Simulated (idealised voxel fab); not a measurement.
Process module in this document: voxel self aligned vias
FYI the section here is cut, 235 nm wide, cells are 5 nm squares.
Cross-section, as written here: a square-cell grid given band by band from the top down, where a band holds one or more rows of cells. Per band: top height and bottom height in nm, followed by the left-to-right materials and their widths in nm; "throughout" marks a single material spanning edge to edge, "blank" marks empty space. Basically, 0 is our baseline, since under it the wafer straight out of the box is all one material. The bottom band has no lower end and keeps on going down, so it looks like "from 0 down". Read "30->40" as a graded width: first number on top, second number at the bottom, same change between each pair of neighbouring rows. Where the words "left unchanged" appear for a step, the cross-section shows no cell changed by that step; every cell remained as before. So "Enclosed void listing" is basically the list of trapped voids: any empty space of 8 cells or more that can't reach the top through an opening. They're written width x height at distance, the distance being from the left edge, and it's all nm. Formally, on a step line, whatever follows the settings is a remark that the simulator itself makes on the step. Among the settings permitted on a step's line is "overlay nm"; applied to a step with a mask, it specifies the extent to which the mask lay to the right of its planned position, whereas a negative figure signifies a position to the left. Pairs, read this way: before one process step on the one hand, after it on the other, the after cross-section ending at the lowest band that changed; the step between, settings included, beneath. Same starting wafer throughout, but possibly different runs of this module, so no pair continues from the pair above unless its entry headed "Ex-ante state" says so.
# Ex-ante state
	from 50 to 35 = 75 of resist / 15 of blank / 50 of resist / 15 of blank / 80 of resist
	from 35 to 15 = 75 of lowk / 15 of blank / 50 of lowk / 15 of blank / 80 of lowk
	from 15 to 10 = SiCN throughout
	from 10 to 0 = SiO2 throughout
	from 0 down = Si throughout
	Enclosed void listing: none
# Post-Step Appearance
	from 35 to 15 = 75 of lowk / 15 of blank / 50 of lowk / 15 of blank / 80 of lowk
	Heights below 15 show no change.
	Enclosed void listing: none
Name the step between the before and after sections above: STRIP | etch materials resist
Ex-ante state: the after view from the pair directly above serves as the before view here.
# Post-Step Appearance
	from 40 to 35 = 80 of TiN / 5 of blank / 60 of TiN / 5 of blank / 85 of TiN
	from 35 to 20 = 75 of lowk / 5 of TiN / 5 of blank / 5 of TiN / 50 of lowk / 5 of TiN / 5 of blank / 5 of TiN / 80 of lowk
	from 20 to 15 = 75 of lowk / 15 of TiN / 50 of lowk / 15 of TiN / 80 of lowk
	Heights below 15 show no change.
	Enclosed void listing: none
Name the step between the before and after sections above: CONFORMAL_DEP | material TiN | thk nm 5
Ex-ante state: the after view from the pair directly above serves as the before view here.
# Post-Step Appearance
	from 45 to 40 = Ru throughout
	from 40 to 35 = 80 of TiN / 5 of Ru / 60 of TiN / 5 of Ru / 85 of TiN
	from 35 to 20 = 75 of lowk / 5 of TiN / 5 of Ru / 5 of TiN / 50 of lowk / 5 of TiN / 5 of Ru / 5 of TiN / 80 of lowk
	Heights below 20 show no change.
	Enclosed void listing: none
Name the step between the before and after sections above: FILL_DEP | material Ru | thk nm 5
Ex-ante state: the after view from the pair directly above serves as the before view here.
# Post-Step Appearance
	from 35 to 20 = 75 of lowk / 5 of TiN / 5 of Ru / 5 of TiN / 50 of lowk / 5 of TiN / 5 of Ru / 5 of TiN / 80 of lowk
	Heights below 20 show no change.
	Enclosed void listing: none
Name the step between the before and after sections above: CMP | height nm 35
Ex-ante state: the after view from the pair directly above serves as the before view here.
# Post-Step Appearance
	from 35 to 25 = 75 of lowk / 15 of blank / 50 of lowk / 15 of blank / 80 of lowk
	Heights below 25 show no change.
	Enclosed void listing: none
Name the step between the before and after sections above: SELECTIVE_ETCH | etch materials W Ru TiN | depth nm 10
Ex-ante state: the after view from the pair directly above serves as the before view here.
# Post-Step Appearance
	from 45 to 35 = SiN throughout
	from 35 to 25 = 75 of lowk / 15 of SiN / 50 of lowk / 15 of SiN / 80 of lowk
	Heights below 25 show no change.
	Enclosed void listing: none
Name the step between the before and after sections above: FILL_DEP | material SiN | thk nm 10
Ex-ante state: the after view from the pair directly above serves as the before view here.
# Post-Step Appearance
	from 35 to 25 = 75 of lowk / 15 of SiN / 50 of lowk / 15 of SiN / 80 of lowk
	Heights below 25 show no change.
	Enclosed void listing: none
Name the step between the before and after sections above: CMP | height nm 35
Ex-ante state: the after view from the pair directly above serves as the before view here.
# Post-Step Appearance
	from 55 to 35 = lowk throughout
	Heights below 35 show no change.
	Enclosed void listing: none
Name the step between the before and after sections above: DIRECTIONAL_DEP | material lowk | thk nm 20
Ex-ante state: the after view from the pair directly above serves as the before view here.
# Post-Step Appearance
	from 65 to 55 = aC throughout
	Heights below 55 show no change.
	Enclosed void listing: none
Name the step between the before and after sections above: DIRECTIONAL_DEP | material aC | thk nm 10
Ex-ante state: the after view from the pair directly above serves as the before view here.
# Post-Step Appearance
	from 95 to 65 = 65 of resist / 35 of blank / 135 of resist
	Heights below 65 show no change.
	Enclosed void listing: none
Name the step between the before and after sections above: PATTERN | tone open | mask id VIAS | material resist | width nm 35 | thk nm 30 | overlay nm 0
Ex-ante state: the after view from the pair directly above serves as the before view here.
# Post-Step Appearance
	from 85 to 65 = 65 of resist / 35 of blank / 135 of resist
	from 65 to 55 = 65 of aC / 35 of blank / 135 of aC
	Heights below 55 show no change.
	Enclosed void listing: none
Name the step between the before and after sections above: DIRECTIONAL_ETCH | etch materials aC | depth nm 10
Ex-ante state: the after view from the pair directly above serves as the before view here.
# Post-Step Appearance
	from 65 to 55 = 65 of aC / 35 of blank / 135 of aC
	Heights below 55 show no change.
	Enclosed void listing: none
Name the step between the before and after sections above: STRIP | etch materials resist
Ex-ante state: the after view from the pair directly above serves as the before view here.
# Post-Step Appearance
	from 65 to 55 = 65 of aC / 35 of blank / 135 of aC
	from 55 to 35 = 65 of lowk / 35 of blank / 135 of lowk
	Heights below 35 show no change.
	Enclosed void listing: none
Name the step between the before and after sections above: DIRECTIONAL_ETCH | etch materials lowk | depth nm 20
Ex-ante state: the after view from the pair directly above serves as the before view here.
# Post-Step Appearance
	from 65 to 55 = 65 of aC / 35 of blank / 135 of aC
	from 55 to 35 = 65 of lowk / 35 of blank / 135 of lowk
	from 35 to 25 = 75 of lowk / 15 of blank / 50 of lowk / 15 of SiN / 80 of lowk
	Heights below 25 show no change.
	Enclosed void listing: none
Name the step between the before and after sections above: DIRECTIONAL_ETCH | etch materials SiN | depth nm 10
Ex-ante state: the after view from the pair directly above serves as the before view here.
# Post-Step Appearance
	from 55 to 35 = 65 of lowk / 35 of blank / 135 of lowk
	Heights below 35 show no change.
	Enclosed void listing: none
Name the step between the before and after sections above: STRIP | etch materials aC
Ex-ante state: the after view from the pair directly above serves as the before view here.
# Post-Step Appearance
	from 60 to 55 = 70 of TiN / 25 of blank / 140 of TiN
	from 55 to 40 = 65 of lowk / 5 of TiN / 25 of blank / 5 of TiN / 135 of lowk
	from 40 to 35 = 65 of lowk / 15 of TiN / 5 of blank / 15 of TiN / 135 of lowk
	from 35 to 30 = 75 of lowk / 5 of TiN / 5 of blank / 5 of TiN / 50 of lowk / 15 of SiN / 80 of lowk
	from 30 to 25 = 75 of lowk / 15 of TiN / 50 of lowk / 15 of SiN / 80 of lowk
	Heights below 25 show no change.
	Enclosed void listing: none
Name the step between the before and after sections above: CONFORMAL_DEP | material TiN | thk nm 5
Ex-ante state: the after view from the pair directly above serves as the before view here.
# Post-Step Appearance
	from 70 to 60 = W throughout
	from 60 to 55 = 70 of TiN / 25 of W / 140 of TiN
	from 55 to 40 = 65 of lowk / 5 of TiN / 25 of W / 5 of TiN / 135 of lowk
	from 40 to 35 = 65 of lowk / 15 of TiN / 5 of W / 15 of TiN / 135 of lowk
	from 35 to 30 = 75 of lowk / 5 of TiN / 5 of W / 5 of TiN / 50 of lowk / 15 of SiN / 80 of lowk
	Heights below 30 show no change.
	Enclosed void listing: none
Name the step between the before and after sections above: FILL_DEP | material W | thk nm 10
Ex-ante state: the after view from the pair directly above serves as the before view here.
# Post-Step Appearance
	from 55 to 40 = 65 of lowk / 5 of TiN / 25 of W / 5 of TiN / 135 of lowk
	Heights below 40 show no change.
	Enclosed void listing: none
Name the step between the before and after sections above: CMP | height nm 55
Ex-ante state: the after view from the pair directly above serves as the before view here.
# Post-Step Appearance
	from 60 to 55 = SiN throughout
	Heights below 55 show no change.
	Enclosed void listing: none
Name the step between the before and after sections above: CONFORMAL_DEP | material SiN | thk nm 5
# Ex-ante state
	from 65 to 55 = aC throughout
	from 55 to 35 = lowk throughout
	from 35 to 25 = 70 of lowk / 25 of SiN / 40 of lowk / 25 of SiN / 75 of lowk
	from 25 to 20 = 70 of lowk / 5 of TiN / 15 of Ru / 5 of TiN / 40 of lowk / 5 of TiN / 15 of Ru / 5 of TiN / 75 of lowk
	from 20 to 15 = 70 of lowk / 25 of TiN / 40 of lowk / 25 of TiN / 75 of lowk
	from 15 to 10 = SiCN throughout
	from 10 to 0 = SiO2 throughout
	from 0 down = Si throughout
	Enclosed void listing: none
# Post-Step Appearance
	from 95 to 65 = 60 of resist / 35 of blank / 140 of resist
	Heights below 65 show no change.
	Enclosed void listing: none
Name the step between the before and after sections above: PATTERN | tone open | mask id VIAS | material resist | width nm 35 | thk nm 30 | overlay nm -5
Ex-ante state: the after view from the pair directly above serves as the before view here.
# Post-Step Appearance
	from 85 to 65 = 60 of resist / 35 of blank / 140 of resist
	from 65 to 55 = 60 of aC / 35 of blank / 140 of aC
	Heights below 55 show no change.
	Enclosed void listing: none
Name the step between the before and after sections above: DIRECTIONAL_ETCH | etch materials aC | depth nm 10
Ex-ante state: the after view from the pair directly above serves as the before view here.
# Post-Step Appearance
	from 65 to 55 = 60 of aC / 35 of blank / 140 of aC
	Heights below 55 show no change.
	Enclosed void listing: none
Name the step between the before and after sections above: STRIP | etch materials resist
Ex-ante state: the after view from the pair directly above serves as the before view here.
# Post-Step Appearance
	from 65 to 55 = 60 of aC / 35 of blank / 140 of aC
	from 55 to 35 = 60 of lowk / 35 of blank / 140 of lowk
	Heights below 35 show no change.
	Enclosed void listing: none
Name the step between the before and after sections above: DIRECTIONAL_ETCH | etch materials lowk | depth nm 20
Ex-ante state: the after view from the pair directly above serves as the before view here.
# Post-Step Appearance
	from 65 to 55 = 60 of aC / 35 of blank / 140 of aC
	from 55 to 35 = 60 of lowk / 35 of blank / 140 of lowk
	from 35 to 25 = 70 of lowk / 25 of blank / 40 of lowk / 25 of SiN / 75 of lowk
	Heights below 25 show no change.
	Enclosed void listing: none
Name the step between the before and after sections above: DIRECTIONAL_ETCH | etch materials SiN | depth nm 10
Ex-ante state: the after view from the pair directly above serves as the before view here.
# Post-Step Appearance
	from 55 to 35 = 60 of lowk / 35 of blank / 140 of lowk
	Heights below 35 show no change.
	Enclosed void listing: none
Name the step between the before and after sections above: STRIP | etch materials aC
Ex-ante state: the after view from the pair directly above serves as the before view here.
# Post-Step Appearance
	from 60 to 55 = 65 of TiN / 25 of blank / 145 of TiN
	from 55 to 40 = 60 of lowk / 5 of TiN / 25 of blank / 5 of TiN / 140 of lowk
	from 40 to 35 = 60 of lowk / 15 of TiN / 15 of blank / 5 of TiN / 140 of lowk
	from 35 to 30 = 70 of lowk / 5 of TiN / 15 of blank / 5 of TiN / 40 of lowk / 25 of SiN / 75 of lowk
	from 30 to 25 = 70 of lowk / 25 of TiN / 40 of lowk / 25 of SiN / 75 of lowk
	Heights below 25 show no change.
	Enclosed void listing: none
Name the step between the before and after sections above: CONFORMAL_DEP | material TiN | thk nm 5
Ex-ante state: the after view from the pair directly above serves as the before view here.
# Post-Step Appearance
	from 70 to 60 = W throughout
	from 60 to 55 = 65 of TiN / 25 of W / 145 of TiN
	from 55 to 40 = 60 of lowk / 5 of TiN / 25 of W / 5 of TiN / 140 of lowk
	from 40 to 35 = 60 of lowk / 15 of TiN / 15 of W / 5 of TiN / 140 of lowk
	from 35 to 30 = 70 of lowk / 5 of TiN / 15 of W / 5 of TiN / 40 of lowk / 25 of SiN / 75 of lowk
	Heights below 30 show no change.
	Enclosed void listing: none
Name the step between the before and after sections above: FILL_DEP | material W | thk nm 10
Ex-ante state: the after view from the pair directly above serves as the before view here.
# Post-Step Appearance
	from 55 to 40 = 60 of lowk / 5 of TiN / 25 of W / 5 of TiN / 140 of lowk
	Heights below 40 show no change.
	Enclosed void listing: none
Name the step between the before and after sections above: CMP | height nm 55
Ex-ante state: the after view from the pair directly above serves as the before view here.
# Post-Step Appearance
	from 60 to 55 = SiN throughout
	Heights below 55 show no change.
	Enclosed void listing: none
Name the step between the before and after sections above: CONFORMAL_DEP | material SiN | thk nm 5
# Ex-ante state
	from 55 to 35 = lowk throughout
	from 35 to 25 = 70 of lowk / 25 of SiN / 40 of lowk / 25 of SiN / 75 of lowk
	from 25 to 20 = 70 of lowk / 5 of TiN / 15 of Ru / 5 of TiN / 40 of lowk / 5 of TiN / 15 of Ru / 5 of TiN / 75 of lowk
	from 20 to 15 = 70 of lowk / 25 of TiN / 40 of lowk / 25 of TiN / 75 of lowk
	from 15 to 10 = SiCN throughout
	from 10 to 0 = SiO2 throughout
	from 0 down = Si throughout
	Enclosed void listing: none
# Post-Step Appearance
	from 65 to 35 = lowk throughout
	Heights below 35 show no change.
	Enclosed void listing: none
Name the step between the before and after sections above: DIRECTIONAL_DEP | material lowk | thk nm 10
Ex-ante state: the after view from the pair directly above serves as the before view here.
# Post-Step Appearance
	from 95 to 65 = 65 of resist / 35 of blank / 135 of resist
	Heights below 65 show no change.
	Enclosed void listing: none
Name the step between the before and after sections above: PATTERN | tone open | mask id VIAS | material resist | width nm 35 | thk nm 30 | overlay nm 0
Ex-ante state: the after view from the pair directly above serves as the before view here.
# Post-Step Appearance
	from 85 to 65 = 65 of resist / 35 of blank / 135 of resist
	Heights below 65 show no change.
	Enclosed void listing: none
Name the step between the before and after sections above: DIRECTIONAL_ETCH | etch materials aC | depth nm 10
Ex-ante state: the after view from the pair directly above serves as the before view here.
# Post-Step Appearance
	from 65 to 35 = lowk throughout
	Heights below 35 show no change.
	Enclosed void listing: none
Name the step between the before and after sections above: STRIP | etch materials resist
Ex-ante state: the after view from the pair directly above serves as the before view here.
# Post-Step Appearance
	from 45 to 35 = lowk throughout
	Heights below 35 show no change.
	Enclosed void listing: none
Name the step between the before and after sections above: DIRECTIONAL_ETCH | etch materials lowk | depth nm 20
Ex-ante state: the after view from the pair directly above serves as the before view here.
# Post-Step Appearance
	from 50 to 45 = TiN throughout
	Heights below 45 show no change.
	Enclosed void listing: none
Name the step between the before and after sections above: CONFORMAL_DEP | material TiN | thk nm 5
Ex-ante state: the after view from the pair directly above serves as the before view here.
# Post-Step Appearance
	from 60 to 50 = W throughout
	Heights below 50 show no change.
	Enclosed void listing: none
Name the step between the before and after sections above: FILL_DEP | material W | thk nm 10
Ex-ante state: the after view from the pair directly above serves as the before view here.
# Post-Step Appearance
	from 55 to 50 = W throughout
	Heights below 50 show no change.
	Enclosed void listing: none
Name the step between the before and after sections above: CMP | height nm 55
Ex-ante state: the after view from the pair directly above serves as the before view here.
# Post-Step Appearance
	from 60 to 55 = SiN throughout
	Heights below 55 show no change.
	Enclosed void listing: none
Name the step between the before and after sections above: CONFORMAL_DEP | material SiN | thk nm 5
# Ex-ante state
	from 35 to 15 = lowk throughout
	from 15 to 10 = SiCN throughout
	from 10 to 0 = SiO2 throughout
	from 0 down = Si throughout
	Enclosed void listing: none
# Post-Step Appearance
	from 50 to 35 = 70 of blank / 25 of resist / 40 of blank / 25 of resist / 75 of blank
	Heights below 35 show no change.
	Enclosed void listing: none
Name the step between the before and after sections above: PATTERN | tone cover | mask id LINES | material resist | width nm 25 | pitch nm 65 | thk nm 15 | overlay nm 0
Ex-ante state: the after view from the pair directly above serves as the before view here.
# Post-Step Appearance
	from 50 to 35 = 70 of blank / 25 of resist / 40 of blank / 25 of resist / 75 of blank
	from 35 to 15 = 70 of blank / 25 of lowk / 40 of blank / 25 of lowk / 75 of blank
	Heights below 15 show no change.
	Enclosed void listing: none
Name the step between the before and after sections above: DIRECTIONAL_ETCH | etch materials lowk | depth nm 20
Ex-ante state: the after view from the pair directly above serves as the before view here.
# Post-Step Appearance
	from 35 to 15 = 70 of blank / 25 of lowk / 40 of blank / 25 of lowk / 75 of blank
	Heights below 15 show no change.
	Enclosed void listing: none
Name the step between the before and after sections above: STRIP | etch materials resist
Ex-ante state: the after view from the pair directly above serves as the before view here.
# Post-Step Appearance
	from 40 to 35 = 65 of blank / 35 of TiN / 30 of blank / 35 of TiN / 70 of blank
	from 35 to 20 = 65 of blank / 5 of TiN / 25 of lowk / 5 of TiN / 30 of blank / 5 of TiN / 25 of lowk / 5 of TiN / 70 of blank
	from 20 to 15 = 70 of TiN / 25 of lowk / 40 of TiN / 25 of lowk / 75 of TiN
	Heights below 15 show no change.
	Enclosed void listing: none
Name the step between the before and after sections above: CONFORMAL_DEP | material TiN | thk nm 5
Ex-ante state: the after view from the pair directly above serves as the before view here.
# Post-Step Appearance
	from 45 to 40 = Ru throughout
	from 40 to 35 = 65 of Ru / 35 of TiN / 30 of Ru / 35 of TiN / 70 of Ru
	from 35 to 20 = 65 of Ru / 5 of TiN / 25 of lowk / 5 of TiN / 30 of Ru / 5 of TiN / 25 of lowk / 5 of TiN / 70 of Ru
	Heights below 20 show no change.
	Enclosed void listing: none
Name the step between the before and after sections above: FILL_DEP | material Ru | thk nm 5
Ex-ante state: the after view from the pair directly above serves as the before view here.
# Post-Step Appearance
	from 35 to 20 = 65 of Ru / 5 of TiN / 25 of lowk / 5 of TiN / 30 of Ru / 5 of TiN / 25 of lowk / 5 of TiN / 70 of Ru
	Heights below 20 show no change.
	Enclosed void listing: none
Name the step between the before and after sections above: CMP | height nm 35
Ex-ante state: the after view from the pair directly above serves as the before view here.
# Post-Step Appearance
	from 35 to 25 = 70 of blank / 25 of lowk / 40 of blank / 25 of lowk / 75 of blank
	Heights below 25 show no change.
	Enclosed void listing: none
Name the step between the before and after sections above: SELECTIVE_ETCH | etch materials W Ru TiN | depth nm 10
Ex-ante state: the after view from the pair directly above serves as the before view here.
# Post-Step Appearance
	from 45 to 35 = SiN throughout
	from 35 to 25 = 70 of SiN / 25 of lowk / 40 of SiN / 25 of lowk / 75 of SiN
	Heights below 25 show no change.
	Enclosed void listing: none
Name the step between the before and after sections above: FILL_DEP | material SiN | thk nm 10
Ex-ante state: the after view from the pair directly above serves as the before view here.
# Post-Step Appearance
	from 35 to 25 = 70 of SiN / 25 of lowk / 40 of SiN / 25 of lowk / 75 of SiN
	Heights below 25 show no change.
	Enclosed void listing: none
Name the step between the before and after sections above: CMP | height nm 35
Ex-ante state: the after view from the pair directly above serves as the before view here.
# Post-Step Appearance
	from 55 to 35 = lowk throughout
	Heights below 35 show no change.
	Enclosed void listing: none
Name the step between the before and after sections above: DIRECTIONAL_DEP | material lowk | thk nm 20
Ex-ante state: the after view from the pair directly above serves as the before view here.
# Post-Step Appearance
	from 65 to 55 = aC throughout
	Heights below 55 show no change.
	Enclosed void listing: none
Name the step between the before and after sections above: DIRECTIONAL_DEP | material aC | thk nm 10
Ex-ante state: the after view from the pair directly above serves as the before view here.
# Post-Step Appearance
	from 95 to 65 = 65 of resist / 35 of blank / 135 of resist
	Heights below 65 show no change.
	Enclosed void listing: none
Name the step between the before and after sections above: PATTERN | tone open | mask id VIAS | material resist | width nm 35 | thk nm 30 | overlay nm 0
Ex-ante state: the after view from the pair directly above serves as the before view here.
# Post-Step Appearance
	from 85 to 65 = 65 of resist / 35 of blank / 135 of resist
	from 65 to 55 = 65 of aC / 35 of blank / 135 of aC
	Heights below 55 show no change.
	Enclosed void listing: none
Name the step between the before and after sections above: DIRECTIONAL_ETCH | etch materials aC | depth nm 10
Ex-ante state: the after view from the pair directly above serves as the before view here.
# Post-Step Appearance
	from 65 to 55 = 65 of aC / 35 of blank / 135 of aC
	Heights below 55 show no change.
	Enclosed void listing: none
Name the step between the before and after sections above: STRIP | etch materials resist
Ex-ante state: the after view from the pair directly above serves as the before view here.
# Post-Step Appearance
	from 65 to 55 = 65 of aC / 35 of blank / 135 of aC
	from 55 to 35 = 65 of lowk / 35 of blank / 135 of lowk
	Heights below 35 show no change.
	Enclosed void listing: none
Name the step between the before and after sections above: DIRECTIONAL_ETCH | etch materials lowk | depth nm 20
Ex-ante state: the after view from the pair directly above serves as the before view here.
# Post-Step Appearance
	from 65 to 55 = 65 of aC / 35 of blank / 135 of aC
	from 55 to 35 = 65 of lowk / 35 of blank / 135 of lowk
	from 35 to 25 = 65 of SiN / 5 of blank / 25 of lowk / 5 of blank / 35 of SiN / 25 of lowk / 75 of SiN
	Heights below 25 show no change.
	Enclosed void listing: none
Name the step between the before and after sections above: DIRECTIONAL_ETCH | etch materials SiN | depth nm 10
Ex-ante state: the after view from the pair directly above serves as the before view here.
# Post-Step Appearance
	from 55 to 35 = 65 of lowk / 35 of blank / 135 of lowk
	Heights below 35 show no change.
	Enclosed void listing: none
Name the step between the before and after sections above: STRIP | etch materials aC
Ex-ante state: the after view from the pair directly above serves as the before view here.
# Post-Step Appearance
	from 60 to 55 = 70 of TiN / 25 of blank / 140 of TiN
	from 55 to 40 = 65 of lowk / 5 of TiN / 25 of blank / 5 of TiN / 135 of lowk
	from 40 to 35 = 65 of lowk / 35 of TiN / 135 of lowk
	from 35 to 25 = 65 of SiN / 5 of TiN / 25 of lowk / 5 of TiN / 35 of SiN / 25 of lowk / 75 of SiN
	Heights below 25 show no change.
	Enclosed void listing: none
Name the step between the before and after sections above: CONFORMAL_DEP | material TiN | thk nm 5
Ex-ante state: the after view from the pair directly above serves as the before view here.
# Post-Step Appearance
	from 70 to 60 = W throughout
	from 60 to 55 = 70 of TiN / 25 of W / 140 of TiN
	from 55 to 40 = 65 of lowk / 5 of TiN / 25 of W / 5 of TiN / 135 of lowk
	Heights below 40 show no change.
	Enclosed void listing: none
Name the step between the before and after sections above: FILL_DEP | material W | thk nm 10
Ex-ante state: the after view from the pair directly above serves as the before view here.
# Post-Step Appearance
	from 55 to 40 = 65 of lowk / 5 of TiN / 25 of W / 5 of TiN / 135 of lowk
	Heights below 40 show no change.
	Enclosed void listing: none
Name the step between the before and after sections above: CMP | height nm 55
Ex-ante state: the after view from the pair directly above serves as the before view here.
# Post-Step Appearance
	from 60 to 55 = SiN throughout
	Heights below 55 show no change.
	Enclosed void listing: none
Name the step between the before and after sections above: CONFORMAL_DEP | material SiN | thk nm 5
